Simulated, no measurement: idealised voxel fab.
process module | voxel wiring stack
cross-section cut | 160 nm wide | cells 5 nm
A cross-section is a grid of square cells, given in bands from the top down. A band is one or more rows of cells.
Each band's line starts with the height of the band's top and of its bottom, in nm. Then come its materials from left to right, each with its width in nm. One material with "throughout" fills the band from edge to edge. "air" is empty space.
Height 0 is the level under which the wafer as received is all one material. The lowest band goes on downwards, as in "0 down".
A width such as "30 to 40" changes by the same amount from each row of cells to the next, from the band's top row to its bottom row.
"no change" after a step means that no cell of the cross-section changed.
closed voids: empty space of 8 cells or more with no open way to the top, each as width x height at its distance from the left edge, in nm
after a step's settings: what the simulator itself notes on the step
overlay nm, on a step with a mask: how far to the right of its planned place the mask lay; to the left if negative
plan
1 op RECEIVE | material Si
2 op CONFORMAL_DEP | material SiO2 | thk nm 15
3 op DIRECTIONAL_DEP | material TiN | thk nm 5
4 op DIRECTIONAL_DEP | material Ru | thk nm 20
5 op DIRECTIONAL_DEP | material aC | thk nm 15
6 op PATTERN | tone cover | mask id METAL_1 | material resist | width nm 20 | pitch nm 35 | thk nm 35 | overlay nm 0
7 op DIRECTIONAL_ETCH | etch materials aC | depth nm 15
8 op STRIP | etch materials resist
9 op DIRECTIONAL_ETCH | etch materials Ru | depth nm 20
10 op DIRECTIONAL_ETCH | etch materials TiN | depth nm 5
11 op STRIP | etch materials aC
12 op CONFORMAL_DEP | material SiCN | thk nm 5
13 op FILL_DEP | material SiO2 | thk nm 10
14 op CMP | height nm 40
15 op CONFORMAL_DEP | material SiCN | thk nm 5
16 op DIRECTIONAL_DEP | material lowk | thk nm 30
17 op MASKED_ETCH | tone open | mask id METAL_2 | width nm 20 | pitch nm 35 | etch materials lowk | depth nm 20 | overlay nm 0
18 op DIRECTIONAL_DEP | material aC | thk nm 10
19 op PATTERN | tone open | mask id METAL_2_HOLES | material resist | width nm 15 | pitch nm 70 | thk nm 30 | overlay nm 0
20 op DIRECTIONAL_ETCH | etch materials aC | depth nm 10
21 op STRIP | etch materials resist
22 op DIRECTIONAL_ETCH | etch materials lowk | depth nm 10
23 op DIRECTIONAL_ETCH | etch materials SiCN | depth nm 5
24 op STRIP | etch materials aC
25 op CONFORMAL_DEP | material TiN | thk nm 5
26 op FILL_DEP | material Cu | thk nm 10
27 op CMP | height nm 75
28 op CONFORMAL_DEP | material SiN | thk nm 5
as received, after step 1
  0 down: Si throughout
  closed voids: none
a wafer at the end: this start, this plan, one mistake
  80 to 75: SiN throughout
  75 to 60: lowk 15 | TiN 5 | Cu 10 | TiN 5 | lowk 15 | TiN 5 | Cu 10 | TiN 5 | lowk 15 | TiN 5 | Cu 10 | TiN 5 | lowk 15 | TiN 5 | Cu 10 | TiN 5 | lowk 20
  60 to 55: lowk 15 | TiN 5 | Cu 5 | TiN 10 | lowk 15 | TiN 20 | lowk 15 | TiN 5 | Cu 5 | TiN 10 | lowk 15 | TiN 20 | lowk 20
  55 to 45: lowk 15 | TiN 5 | Cu 5 | TiN 5 | lowk 55 | TiN 5 | Cu 5 | TiN 5 | lowk 60
  45 to 40: SiCN 15 | TiN 15 | SiCN 55 | TiN 15 | SiCN 60
  40 to 25: SiO2 10 | SiCN 5 | Ru 20 | SiCN 5 | SiO2 5 | SiCN 5 | Ru 20 | SiCN 5 | SiO2 5 | SiCN 5 | Ru 20 | SiCN 5 | SiO2 5 | SiCN 5 | Ru 20 | SiCN 5 | SiO2 15
  25 to 20: SiCN 15 | Ru 20 | SiCN 15 | Ru 20 | SiCN 15 | Ru 20 | SiCN 15 | Ru 20 | SiCN 20
  20 to 5: SiO2 throughout
  5 to 0: TiN throughout
  0 down: Si throughout
  closed voids: none
what went wrong: steps 2 and 3 were swapped
